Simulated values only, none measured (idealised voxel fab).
Process module name: voxel quadruple lines
Square cell edge 5 nm, section width 205 nm, ID cut.
Heads up, the way a cross-section reads in here is a grid of square cells, handed over as bands from the top down, with every band being one or more rows of cells.
Heads up on the band format: heights come first, top then bottom, in nm. After that it's the materials left to right, each with its width in nm. A single material flagged "throughout" fills the whole band edge to edge, and "air" means there's empty space there.
Where do heights start? At 0: under that level the wafer as delivered is made of one material only. And the lowest band has no floor; it just carries on downward, as in "z 0 and below".
Top row gets the first number, bottom row gets the second, and each row in between changes by the same step: that is how a band width like "30 to 40" works.
Key: "no modifications" - step with no changed cell in the cross-section.
Entry "Closed cavity list" = empty spaces >= 8 cells with no open way to the top; each as width x height at distance, distance from left edge, all nm.
Note: text after step settings on the step line = simulator remark on that step.
overlay nm: where the mask lay relative to plan, measured to the right, on steps with a mask; negatives go left.

# The steps planned for the process are as follows
- 1: RECEIVE,material Si
- 2: CONFORMAL_DEP,material Al2O3,thk nm 5
- 3: DIRECTIONAL_DEP,material W,thk nm 10
- 4: DIRECTIONAL_DEP,material polySi,thk nm 20
- 5: DIRECTIONAL_DEP,material aC,thk nm 20
- 6: PATTERN,tone cover,mask id MANDREL,material resist,width nm 25,thk nm 30,overlay nm 0
- 7: DIRECTIONAL_ETCH,etch materials aC,depth nm 20
- 8: STRIP,etch materials resist
- 9: CONFORMAL_DEP,material SiO2,thk nm 15
- 10: DIRECTIONAL_ETCH,etch materials SiO2,depth nm 15
- 11: STRIP,etch materials aC
- 12: DIRECTIONAL_ETCH,etch materials polySi,depth nm 20
- 13: STRIP,etch materials SiO2
- 14: CONFORMAL_DEP,material SiN,thk nm 5
- 15: DIRECTIONAL_ETCH,etch materials SiN,depth nm 5
- 16: STRIP,etch materials polySi
- 17: DIRECTIONAL_ETCH,etch materials W,depth nm 10
- 18: STRIP,etch materials SiN

# First of the two wafers, run per plan

# Cross-section of the wafer as it came to us, i.e., already through step 1
* z 0 and below = Si throughout
* Closed cavity list: none

# Cross-sectional representation of the wafer at the conclusion of step 2
* z 5 to 0 = Al2O3 throughout
* Note: structure below 0 unchanged.

# Cross-sectional representation of the wafer at the conclusion of step 3
* z 15 to 5 = W throughout
* Note: structure below 5 unchanged.

# Cross-sectional representation of the wafer at the conclusion of step 4
* z 35 to 15 = polySi throughout
* Note: structure below 15 unchanged.

# Cross-sectional representation of the wafer at the conclusion of step 5
* z 55 to 35 = aC throughout
* Note: structure below 35 unchanged.

# Cross-sectional representation of the wafer at the conclusion of step 6
* z 85 to 55 = air=90 / resist=25 / air=90
* Note: structure below 55 unchanged.

# Cross-sectional representation of the wafer at the conclusion of step 7
* z 65 to 55 = air=90 / resist=25 / air=90
* z 55 to 35 = air=90 / aC=25 / air=90
* Note: structure below 35 unchanged.

# Cross-sectional representation of the wafer at the conclusion of step 8
* z 55 to 35 = air=90 / aC=25 / air=90
* Note: structure below 35 unchanged.

# Cross-sectional representation of the wafer at the conclusion of step 9
* z 70 to 55 = air=75 / SiO2=55 / air=75
* z 55 to 50 = air=75 / SiO2=15 / aC=25 / SiO2=15 / air=75
* z 50 to 35 = SiO2=90 / aC=25 / SiO2=90
* Note: structure below 35 unchanged.

# Cross-sectional representation of the wafer at the conclusion of step 10
* z 55 to 35 = air=75 / SiO2=15 / aC=25 / SiO2=15 / air=75
* Note: structure below 35 unchanged.

# Cross-sectional representation of the wafer at the conclusion of step 11
* z 55 to 35 = air=75 / SiO2=15 / air=25 / SiO2=15 / air=75
* Note: structure below 35 unchanged.

# Cross-sectional representation of the wafer at the conclusion of step 12
* z 55 to 35 = air=75 / SiO2=15 / air=25 / SiO2=15 / air=75
* z 35 to 15 = air=75 / polySi=15 / air=25 / polySi=15 / air=75
* Note: structure below 15 unchanged.

# Cross-sectional representation of the wafer at the conclusion of step 13
* z 35 to 15 = air=75 / polySi=15 / air=25 / polySi=15 / air=75
* Note: structure below 15 unchanged.

# Cross-sectional representation of the wafer at the conclusion of step 14
* z 40 to 35 = air=70 / SiN=25 / air=15 / SiN=25 / air=70
* z 35 to 20 = air=70 / SiN=5 / polySi=15 / SiN=5 / air=15 / SiN=5 / polySi=15 / SiN=5 / air=70
* z 20 to 15 = SiN=75 / polySi=15 / SiN=25 / polySi=15 / SiN=75
* Note: structure below 15 unchanged.

# Cross-sectional representation of the wafer at the conclusion of step 15
* z 35 to 15 = air=70 / SiN=5 / polySi=15 / SiN=5 / air=15 / SiN=5 / polySi=15 / SiN=5 / air=70
* Note: structure below 15 unchanged.

# Cross-sectional representation of the wafer at the conclusion of step 16
* z 35 to 15 = air=70 / SiN=5 / air=15 / SiN=5 / air=15 / SiN=5 / air=15 / SiN=5 / air=70
* Note: structure below 15 unchanged.

# Cross-sectional representation of the wafer at the conclusion of step 17
* z 35 to 15 = air=70 / SiN=5 / air=15 / SiN=5 / air=15 / SiN=5 / air=15 / SiN=5 / air=70
* z 15 to 5 = air=70 / W=5 / air=15 / W=5 / air=15 / W=5 / air=15 / W=5 / air=70
* Note: structure below 5 unchanged.

# Cross-sectional representation of the wafer at the conclusion of step 18
* z 15 to 5 = air=70 / W=5 / air=15 / W=5 / air=15 / W=5 / air=15 / W=5 / air=70
* Note: structure below 5 unchanged.

# What follows concerns the second wafer, which started out like the first and was meant to follow the very same plan; one mistake crept in when it was run, but everything up to and including step 1 is the same as for the first wafer

Look at the second wafer in cross-section at the time step 2 ought to have finished: no modifications

# Look at the second wafer in cross-section at the time step 3 ought to have finished
* z 10 to 0 = W throughout
* Note: structure below 0 unchanged.

# Look at the second wafer in cross-section at the time step 4 ought to have finished
* z 30 to 10 = polySi throughout
* Note: structure below 10 unchanged.

# Look at the second wafer in cross-section at the time step 5 ought to have finished
* z 50 to 30 = aC throughout
* Note: structure below 30 unchanged.

# Look at the second wafer in cross-section at the time step 6 ought to have finished
* z 80 to 50 = air=90 / resist=25 / air=90
* Note: structure below 50 unchanged.

# Look at the second wafer in cross-section at the time step 7 ought to have finished
* z 60 to 50 = air=90 / resist=25 / air=90
* z 50 to 30 = air=90 / aC=25 / air=90
* Note: structure below 30 unchanged.

# Look at the second wafer in cross-section at the time step 8 ought to have finished
* z 50 to 30 = air=90 / aC=25 / air=90
* Note: structure below 30 unchanged.

# Look at the second wafer in cross-section at the time step 9 ought to have finished
* z 65 to 50 = air=75 / SiO2=55 / air=75
* z 50 to 45 = air=75 / SiO2=15 / aC=25 / SiO2=15 / air=75
* z 45 to 30 = SiO2=90 / aC=25 / SiO2=90
* Note: structure below 30 unchanged.

# Look at the second wafer in cross-section at the time step 10 ought to have finished
* z 50 to 30 = air=75 / SiO2=15 / aC=25 / SiO2=15 / air=75
* Note: structure below 30 unchanged.

# Look at the second wafer in cross-section at the time step 11 ought to have finished
* z 50 to 30 = air=75 / SiO2=15 / air=25 / SiO2=15 / air=75
* Note: structure below 30 unchanged.

# Look at the second wafer in cross-section at the time step 12 ought to have finished
* z 50 to 30 = air=75 / SiO2=15 / air=25 / SiO2=15 / air=75
* z 30 to 10 = air=75 / polySi=15 / air=25 / polySi=15 / air=75
* Note: structure below 10 unchanged.

# Look at the second wafer in cross-section at the time step 13 ought to have finished
* z 30 to 10 = air=75 / polySi=15 / air=25 / polySi=15 / air=75
* Note: structure below 10 unchanged.

# Look at the second wafer in cross-section at the time step 14 ought to have finished
* z 35 to 30 = air=70 / SiN=25 / air=15 / SiN=25 / air=70
* z 30 to 15 = air=70 / SiN=5 / polySi=15 / SiN=5 / air=15 / SiN=5 / polySi=15 / SiN=5 / air=70
* z 15 to 10 = SiN=75 / polySi=15 / SiN=25 / polySi=15 / SiN=75
* Note: structure below 10 unchanged.

# Look at the second wafer in cross-section at the time step 15 ought to have finished
* z 30 to 10 = air=70 / SiN=5 / polySi=15 / SiN=5 / air=15 / SiN=5 / polySi=15 / SiN=5 / air=70
* Note: structure below 10 unchanged.

# Look at the second wafer in cross-section at the time step 16 ought to have finished
* z 30 to 10 = air=70 / SiN=5 / air=15 / SiN=5 / air=15 / SiN=5 / air=15 / SiN=5 / air=70
* Note: structure below 10 unchanged.

# Look at the second wafer in cross-section at the time step 17 ought to have finished
* z 30 to 10 = air=70 / SiN=5 / air=15 / SiN=5 / air=15 / SiN=5 / air=15 / SiN=5 / air=70
* z 10 to 0 = air=70 / W=5 / air=15 / W=5 / air=15 / W=5 / air=15 / W=5 / air=70
* Note: structure below 0 unchanged.

# Look at the second wafer in cross-section at the time step 18 ought to have finished
* z 10 to 0 = air=70 / W=5 / air=15 / W=5 / air=15 / W=5 / air=15 / W=5 / air=70
* Note: structure below 0 unchanged.
In executing the process, a mistake was made relative to the plan: step 2 of the plan did not run at all; it was left out
Count the cells at the end and the second wafer has more or fewer of some materials than the first: Al2O3 -41
